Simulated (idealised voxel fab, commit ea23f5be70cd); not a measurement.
The process module that follows is named voxel self aligned contacts.
The cross-section on display is named cut; it measures 180 nm wide, and its cells are 5 nm squares.
Cross-section = grid of square cells, listed top down in bands; band = one or more rows.
For a band, the entry starts with two heights in nm, that of the top and then that of the bottom, and carries on with the band's materials in order from left to right, each alongside its width in nm; the word "edge to edge" beside a single material means it fills the band edge to edge, and "air" means empty space.
Heights are expressed relative to 0, this being the level below which the as-received wafer comprises one material exclusively. The lowest band is unbounded in the downward direction and is denoted as in "0 and below".
Per-row width for "30..40": begins at first number (top row of band), ends at second number (bottom row), increment between rows held constant.
You'll sometimes find "no alteration" written for a step, and that's the way of saying that nowhere in the cross-section did a cell change during that step.
Entry "Unvented voids". Content: empty spaces with no open connection to the top, size 8 cells or greater. Each: width x height at distance. Distance: from left edge. Unit: nm.
Formally, on a step line, whatever follows the settings is a remark that the simulator itself makes on the step.
overlay nm: right-of-plan distance of the mask on a masked step; negative values mean left-of-plan.

# The planned process steps are enumerated hereunder
1: RECEIVE, material Si
2: OXIDIZE, depth nm 5
3: DIRECTIONAL_DEP, material polySi, thk nm 25
4: DIRECTIONAL_DEP, material SiN, thk nm 15
5: PATTERN, tone cover, mask id GATE, material resist, width nm 30, pitch nm 60, thk nm 20, overlay nm 0
6: DIRECTIONAL_ETCH, etch materials SiN, depth nm 15
7: DIRECTIONAL_ETCH, etch materials polySi, depth nm 25
8: STRIP, etch materials resist
9: CONFORMAL_DEP, material SiN, thk nm 5
10: DIRECTIONAL_ETCH, etch materials SiN, depth nm 5
11: FILL_DEP, material SiO2, thk nm 15
12: CMP, height nm 50
13: MASKED_ETCH, tone open, mask id CONTACT, width nm 40, etch materials SiO2, depth nm 55, overlay nm 0
14: CONFORMAL_DEP, material TiN, thk nm 5
15: FILL_DEP, material W, thk nm 5
16: CMP, height nm 50
17: CONFORMAL_DEP, material SiCN, thk nm 5

# Here's what the wafer looked like in cross-section when it arrived - that's after step 1
  0 and below | Si edge to edge
  Unvented voids: none

# The plan above was carried out on the starting structure above with one mistake, and this cross-section shows the wafer at the end of the module
  55 down to 50 | SiCN edge to edge
  50 down to 45 | SiO2=70 | TiN=15 | W=10 | TiN=15 | SiO2=70
  45 down to 30 | SiO2=40 | SiN=40 | TiN=5 | W=10 | TiN=5 | SiN=40 | SiO2=40
  30 down to 10 | SiO2=40 | SiN=5 | polySi=30 | SiN=5 | TiN=5 | W=10 | TiN=5 | SiN=5 | polySi=30 | SiN=5 | SiO2=40
  10 down to 5 | SiO2=40 | SiN=5 | polySi=30 | SiN=5 | TiN=20 | SiN=5 | polySi=30 | SiN=5 | SiO2=40
  5 down to 0 | polySi edge to edge
  0 down to -5 | SiO2 edge to edge
  -5 and below | Si edge to edge
  Unvented voids: none
What was done differently from what was planned? note that step 3 departed from the planned setting and was carried out as DIRECTIONAL_DEP, material polySi, thk nm 30
